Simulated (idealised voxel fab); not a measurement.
Process module under the name voxel plated lines
cross-section cut | 155 nm wide | cells 5 nm
How to read a cross-section here: the picture is a grid of square cells, written as bands going from the top down, and any band can span one or more rows of cells.
A band entry consists of two parts. The first gives the height of the band's top and the height of its bottom, in nm. The rest lists the band's materials from left to right, each with its width in nm. A single material labelled with the word "throughout" fills the band from edge to edge, and the word "air" marks empty space.
Heights are expressed relative to 0, this being the level below which the as-received wafer comprises one material exclusively. The lowest band is unbounded in the downward direction and is denoted as in "0 down".
So if you see something like "30->40" for the width, read it as the top row of the band sitting at the first number and the bottom row at the second, with every row in between moving by the same amount as the last.
For the purposes of this document, the phrase "identical to before" attached to a step denotes that no cell within the cross-section was modified by that step.
"Trapped void list" contains a list of empty spaces, each no smaller than 8 cells and without an open way to the top, written in the form width x height at distance with the distance from the left edge and all three in nm.
Text after the settings on a step's line: the simulator's own remark on that step.
A step line may carry the setting "overlay nm", which, for steps involving a mask, states the distance by which the mask lay to the right of its intended position; negative values denote displacement to the left.

**Here's what the planned process steps look like**
| 1 | RECEIVE with material Si |
| 2 | CONFORMAL_DEP with material SiN, thk nm 15 |
| 3 | DIRECTIONAL_DEP with material TiN, thk nm 5 |
| 4 | PATTERN with tone open, mask id LINES, material resist, width nm 25, pitch nm 40, thk nm 25, overlay nm 0 |
| 5 | EPI with material Ru, thk nm 10 |
| 6 | EPI with material Ru, thk nm 5 |
| 7 | STRIP with etch materials resist |
| 8 | DIRECTIONAL_ETCH with etch materials TiN, depth nm 5 |
| 9 | CONFORMAL_DEP with material SiO2, thk nm 10 |

**Cross-section of the wafer upon arrival, representing the state reached after step 1**
0 down  Si throughout
Trapped void list: none

**What the wafer looks like in cross-section after this module, when it starts as shown above and follows the plan above but one mistake is made in running it**
50 to 40  air 35 nm / SiO2 85 nm / air 35 nm
40 to 30  air 35 nm / SiO2 10 nm / Ru 25 nm / SiO2 15 nm / Ru 25 nm / SiO2 10 nm / air 35 nm
30 to 25  SiO2 45 nm / Ru 25 nm / SiO2 15 nm / Ru 25 nm / SiO2 45 nm
25 to 20  SiO2 45 nm / TiN 25 nm / SiO2 15 nm / TiN 25 nm / SiO2 45 nm
20 to 0  SiN throughout
0 down  Si throughout
Trapped void list: none
What was the processing mistake? so step 2 ended up running with a different setting than we planned, it ran as CONFORMAL_DEP with material SiN, thk nm 20
